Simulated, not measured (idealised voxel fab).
The following process module bears the name voxel capacitor over wiring.
cross-section cut | 300 nm wide | cells 5 nm
Format of a cross-section: grid, square cells. Given as bands. Order: top down. Band: one or more rows of cells. Top, bottom (nm), then materials left to right with widths (nm); lone material tagged "all across" fills the whole band edge to edge; "empty" = empty space. We count height from 0. Below that, the starting wafer is all one material. The lowest band never ends at the bottom but goes on down; see "from 0 down" for how that is written. You'd read "30..40" like this: the band's top row of cells is as wide as the first number, its bottom row is as wide as the second, and going down, every row changes width by the same amount as the row before did. Key: "remained the same" - step with no changed cell in the cross-section. Empty spaces without an open route to the top, at least 8 cells in extent, make up the entry "Voids, fully enclosed"; each is given as width x height at distance, where the distance is measured from the left edge, and all are in nm. It should be noted that, on the line of a given step, the content following the step's settings is a remark produced by the simulator itself with respect to that step. The line of a step may include "overlay nm". On a step with a mask, this value is how far to the right of its planned place the mask lay. A negative value means the mask lay to the left.
## Steps planned for the process
1) op RECEIVE | material Si
2) op CONFORMAL_DEP | material SiO2 | thk nm 10
3) op CONFORMAL_DEP | material SiN | thk nm 5
4) op DIRECTIONAL_DEP | material SiO2 | thk nm 20
5) op DIRECTIONAL_DEP | material aC | thk nm 10
6) op PATTERN | tone open | mask id METAL_1 | material resist | width nm 20 | pitch nm 75 | thk nm 30 | overlay nm 0
7) op DIRECTIONAL_ETCH | etch materials aC | depth nm 10
8) op STRIP | etch materials resist
9) op DIRECTIONAL_ETCH | etch materials SiO2 | depth nm 20
10) op DIRECTIONAL_ETCH | etch materials SiN | depth nm 5
11) op STRIP | etch materials aC
12) op CONFORMAL_DEP | material TiN | thk nm 5
13) op FILL_DEP | material Cu | thk nm 10
14) op CMP | height nm 35
15) op CONFORMAL_DEP | material SiCN | thk nm 5
16) op DIRECTIONAL_DEP | material lowk | thk nm 10
17) op DIRECTIONAL_DEP | material aC | thk nm 10
18) op PATTERN | tone open | mask id PLUG_1 | material resist | width nm 15 | thk nm 30 | overlay nm 0
19) op DIRECTIONAL_ETCH | etch materials aC | depth nm 10
20) op STRIP | etch materials resist
21) op DIRECTIONAL_ETCH | etch materials lowk | depth nm 10
22) op DIRECTIONAL_ETCH | etch materials SiCN | depth nm 5
23) op STRIP | etch materials aC
24) op CONFORMAL_DEP | material TiN | thk nm 5
25) op FILL_DEP | material W | thk nm 10
26) op CMP | height nm 50
27) op DIRECTIONAL_DEP | material TiN | thk nm 10
28) op DIRECTIONAL_DEP | material Al2O3 | thk nm 5
29) op DIRECTIONAL_DEP | material TiN | thk nm 10
30) op MASKED_ETCH | tone cover | mask id UPPER_PLATE | width nm 60 | etch materials TiN | depth nm 10 | overlay nm 0
31) op MASKED_ETCH | tone cover | mask id UPPER_PLATE | width nm 60 | etch materials Al2O3 | depth nm 5 | overlay nm 0
32) op MASKED_ETCH | tone cover | mask id LOWER_PLATE | width nm 70 | etch materials TiN | depth nm 10 | overlay nm 0
33) op FILL_DEP | material SiO2 | thk nm 15
34) op CMP | height nm 85
35) op MASKED_ETCH | tone open | mask id PLUG_2 | width nm 15 | etch materials SiO2 | depth nm 10 | overlay nm 0
36) op CONFORMAL_DEP | material TiN | thk nm 5
37) op FILL_DEP | material Cu | thk nm 10
38) op CMP | height nm 85
39) op CONFORMAL_DEP | material SiN | thk nm 5
## Wafer at receipt (post step 1), cross-section
from 0 down = Si all across
Voids, fully enclosed: none
## The first of two wafers, cross-sectioned at the end of the module, with the run proceeding as planned
from 90 to 85 = SiN all across
from 85 to 80 = 115 of SiO2 / 5 of TiN / 5 of Cu / 5 of TiN / 170 of SiO2
from 80 to 75 = 115 of SiO2 / 15 of TiN / 170 of SiO2
from 75 to 65 = 105 of SiO2 / 60 of TiN / 135 of SiO2
from 65 to 60 = 105 of SiO2 / 60 of Al2O3 / 135 of SiO2
from 60 to 50 = 100 of SiO2 / 70 of TiN / 130 of SiO2
from 50 to 40 = 105 of lowk / 5 of TiN / 5 of W / 5 of TiN / 180 of lowk
from 40 to 35 = 105 of SiCN / 15 of TiN / 180 of SiCN
from 35 to 15 = 100 of SiO2 / 5 of TiN / 10 of Cu / 5 of TiN / 55 of SiO2 / 5 of TiN / 10 of Cu / 5 of TiN / 105 of SiO2
from 15 to 10 = 100 of SiN / 20 of TiN / 55 of SiN / 20 of TiN / 105 of SiN
from 10 to 0 = SiO2 all across
from 0 down = Si all across
Voids, fully enclosed: none
## Wafer two (of two), end-of-module cross-section: start = wafer one, plan = wafer one, one run mistake
from 90 to 85 = SiN all across
from 85 to 80 = 115 of SiO2 / 5 of TiN / 5 of Cu / 5 of TiN / 170 of SiO2
from 80 to 75 = 115 of SiO2 / 15 of TiN / 170 of SiO2
from 75 to 65 = 105 of SiO2 / 60 of TiN / 135 of SiO2
from 65 to 60 = 105 of SiO2 / 60 of Al2O3 / 135 of SiO2
from 60 to 50 = 100 of SiO2 / 70 of TiN / 130 of SiO2
from 50 to 40 = 105 of lowk / 5 of TiN / 5 of W / 5 of TiN / 180 of lowk
from 40 to 35 = 105 of SiCN / 15 of TiN / 180 of SiCN
from 35 to 20 = 100 of SiO2 / 5 of TiN / 10 of Cu / 5 of TiN / 55 of SiO2 / 5 of TiN / 10 of Cu / 5 of TiN / 105 of SiO2
from 20 to 15 = 100 of SiO2 / 20 of TiN / 55 of SiO2 / 20 of TiN / 105 of SiO2
from 15 to 10 = SiCN all across
from 10 to 0 = SiO2 all across
from 0 down = Si all across
Voids, fully enclosed: none
In executing the process, a mistake was made relative to the plan: step 3 was processed under conditions differing from the plan, specifically as op CONFORMAL_DEP | material SiCN | thk nm 5
Heads up, by the end the second wafer has more or fewer cells of some materials compared to the first: -4 Cu | +60 SiCN | -52 SiN | -4 TiN
